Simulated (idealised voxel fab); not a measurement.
process module | voxel trench capacitor
Pictured: cross-section cut, 270 nm wide, on a grid of 5 nm square cells.
Format of a cross-section: grid, square cells. Given as bands. Order: top down. Band: one or more rows of cells.
Top, bottom (nm), then materials left to right with widths (nm); lone material tagged "all across" fills the whole band edge to edge; "empty" = empty space.
Heights from 0 (as-received wafer is one material below). Bottom band endless downward, as "0 down".
Read "30..40" as a graded width: first number on top, second number at the bottom, same change between each pair of neighbouring rows.
Step note "same as before" = no cross-section cell changed.
Entry "Closed void table". Content: empty spaces with no open connection to the top, size 8 cells or greater. Each: width x height at distance. Distance: from left edge. Unit: nm.
Text after the settings on a step's line: the simulator's own remark on that step.
"overlay nm" answers the question of how far to the right of plan the mask lay on a step that has a mask, and when it is negative the answer is to the left.
The steps planned for the process are as follows:
1: RECEIVE | material Si
2: CONFORMAL_DEP | material SiN | thk nm 5
3: DIRECTIONAL_DEP | material aC | thk nm 15
4: PATTERN | tone open | mask id TRENCH | material resist | width nm 25 | pitch nm 45 | thk nm 35 | overlay nm 0
5: DIRECTIONAL_ETCH | etch materials aC | depth nm 15
6: STRIP | etch materials resist
7: DIRECTIONAL_ETCH | etch materials SiN | depth nm 5
8: DIRECTIONAL_ETCH | etch materials Si | depth nm 25
9: STRIP | etch materials aC
10: CONFORMAL_DEP | material Al2O3 | thk nm 5
11: FILL_DEP | material polySi | thk nm 5
12: CMP | height nm 5
first wafer, as planned:
Here's what the wafer looked like in cross-section when it arrived - that's after step 1:
0 down  Si all across
Closed void table: none
How the wafer stands in section after step 2:
5 to 0  SiN all across
All layers under 0 are left as they were.
How the wafer stands in section after step 3:
20 to 5  aC all across
All layers under 5 are left as they were.
How the wafer stands in section after step 4:
55 to 20  resist 100 | empty 25 | resist 20 | empty 25 | resist 100
All layers under 20 are left as they were.
How the wafer stands in section after step 5:
40 to 20  resist 100 | empty 25 | resist 20 | empty 25 | resist 100
20 to 5  aC 100 | empty 25 | aC 20 | empty 25 | aC 100
All layers under 5 are left as they were.
How the wafer stands in section after step 6:
20 to 5  aC 100 | empty 25 | aC 20 | empty 25 | aC 100
All layers under 5 are left as they were.
How the wafer stands in section after step 7:
20 to 5  aC 100 | empty 25 | aC 20 | empty 25 | aC 100
5 to 0  SiN 100 | empty 25 | SiN 20 | empty 25 | SiN 100
All layers under 0 are left as they were.
How the wafer stands in section after step 8:
20 to 5  aC 100 | empty 25 | aC 20 | empty 25 | aC 100
5 to 0  SiN 100 | empty 25 | SiN 20 | empty 25 | SiN 100
0 to -25  Si 100 | empty 25 | Si 20 | empty 25 | Si 100
All layers under -25 are left as they were.
How the wafer stands in section after step 9:
5 to 0  SiN 100 | empty 25 | SiN 20 | empty 25 | SiN 100
All layers under 0 are left as they were.
How the wafer stands in section after step 10:
10 to 5  Al2O3 105 | empty 15 | Al2O3 30 | empty 15 | Al2O3 105
5 to 0  SiN 100 | Al2O3 5 | empty 15 | Al2O3 5 | SiN 20 | Al2O3 5 | empty 15 | Al2O3 5 | SiN 100
0 to -20  Si 100 | Al2O3 5 | empty 15 | Al2O3 5 | Si 20 | Al2O3 5 | empty 15 | Al2O3 5 | Si 100
-20 to -25  Si 100 | Al2O3 25 | Si 20 | Al2O3 25 | Si 100
All layers under -25 are left as they were.
How the wafer stands in section after step 11:
15 to 10  polySi all across
10 to 5  Al2O3 105 | polySi 15 | Al2O3 30 | polySi 15 | Al2O3 105
5 to 0  SiN 100 | Al2O3 5 | polySi 15 | Al2O3 5 | SiN 20 | Al2O3 5 | polySi 15 | Al2O3 5 | SiN 100
0 to -20  Si 100 | Al2O3 5 | polySi 15 | Al2O3 5 | Si 20 | Al2O3 5 | polySi 15 | Al2O3 5 | Si 100
All layers under -20 are left as they were.
How the wafer stands in section after step 12:
5 to 0  SiN 100 | Al2O3 5 | polySi 15 | Al2O3 5 | SiN 20 | Al2O3 5 | polySi 15 | Al2O3 5 | SiN 100
All layers under 0 are left as they were.
The second wafer was prepared from the same starting point and under the same plan as the first; its processing contained one mistake, and it remains indistinguishable from the first wafer up to and including step 7:
At the planned end of step 8, the second wafer in cross-section:
20 to 5  aC 100 | empty 25 | aC 20 | empty 25 | aC 100
5 to 0  SiN 100 | empty 25 | SiN 20 | empty 25 | SiN 100
0 to -50  Si 100 | empty 25 | Si 20 | empty 25 | Si 100
All layers under -50 are left as they were.
At the planned end of step 9, the second wafer in cross-section:
5 to 0  SiN 100 | empty 25 | SiN 20 | empty 25 | SiN 100
All layers under 0 are left as they were.
At the planned end of step 10, the second wafer in cross-section:
10 to 5  Al2O3 105 | empty 15 | Al2O3 30 | empty 15 | Al2O3 105
5 to 0  SiN 100 | Al2O3 5 | empty 15 | Al2O3 5 | SiN 20 | Al2O3 5 | empty 15 | Al2O3 5 | SiN 100
0 to -45  Si 100 | Al2O3 5 | empty 15 | Al2O3 5 | Si 20 | Al2O3 5 | empty 15 | Al2O3 5 | Si 100
-45 to -50  Si 100 | Al2O3 25 | Si 20 | Al2O3 25 | Si 100
All layers under -50 are left as they were.
At the planned end of step 11, the second wafer in cross-section:
15 to 10  polySi all across
10 to 5  Al2O3 105 | polySi 15 | Al2O3 30 | polySi 15 | Al2O3 105
5 to 0  SiN 100 | Al2O3 5 | polySi 15 | Al2O3 5 | SiN 20 | Al2O3 5 | polySi 15 | Al2O3 5 | SiN 100
0 to -45  Si 100 | Al2O3 5 | polySi 15 | Al2O3 5 | Si 20 | Al2O3 5 | polySi 15 | Al2O3 5 | Si 100
All layers under -45 are left as they were.
At the planned end of step 12, the second wafer in cross-section:
5 to 0  SiN 100 | Al2O3 5 | polySi 15 | Al2O3 5 | SiN 20 | Al2O3 5 | polySi 15 | Al2O3 5 | SiN 100
All layers under 0 are left as they were.
Processing error: step 8 was run twice
It is noted that, at the conclusion of processing, the second wafer exhibits a higher or lower cell count for certain materials relative to the first: Al2O3 +20 | Si -50 | polySi +30
